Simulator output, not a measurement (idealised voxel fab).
Process module in this document: voxel lift off
cross-section cut | 285 nm wide | cells 5 nm
Cross-section layout: square cells on a grid; listed as bands, top to bottom; a band spans one or more cell rows.
Look at the band entry: it leads with the top's height and the bottom's height in nm. Then it lists the materials left to right, with a width in nm for each. The word "full width" on a single material says that material fills the band edge to edge. The word "blank" is empty space.
Heights are measured from 0, the level below which the as-received wafer is all one material; the lowest band has no bottom and continues downward, written as in "0 -> down".
Quick explanation for "30 to 40": the width changes in equal steps down the rows of cells, from the first number in the band's top row to the second number in its bottom row.
Where a step carries "left unchanged", the cross-section came out of it unchanged, cell for cell.
Entry "Sealed void inventory". Content: empty spaces with no open connection to the top, size 8 cells or greater. Each: width x height at distance. Distance: from left edge. Unit: nm.
On a step's line, text after the settings is the simulator commenting on that step.
The line of a step may include "overlay nm". On a step with a mask, this value is how far to the right of its planned place the mask lay. A negative value means the mask lay to the left.

## Planned step list for the process
step 1: RECEIVE: material Si
step 2: CONFORMAL_DEP: material SiO2, thk nm 15
step 3: PATTERN: tone open, mask id LINES, material resist, width nm 15, pitch nm 40, thk nm 15, overlay nm 0
step 4: DIRECTIONAL_DEP: material Ru, thk nm 5
step 5: STRIP: etch materials resist
step 6: CONFORMAL_DEP: material SiCN, thk nm 10
Don't read the plan's width nm for step 3 as applying to every wafer: that's the first wafer's value, and the wafers differ in it, though they all start identical.

## As received, i.e. after step 1: cross-section through the first of several wafers
0 -> down = Si full width
Sealed void inventory: none

## End of module, by wafer: material-by-material cell gain (+) or loss (-) since receipt, then closed voids
width nm 15 | +12 Ru | +130 SiCN | +171 SiO2 | Sealed void inventory: none
width nm 20 | +16 Ru | +130 SiCN | +171 SiO2 | Sealed void inventory: none
width nm 25 | +20 Ru | +127 SiCN | +171 SiO2 | Sealed void inventory: none
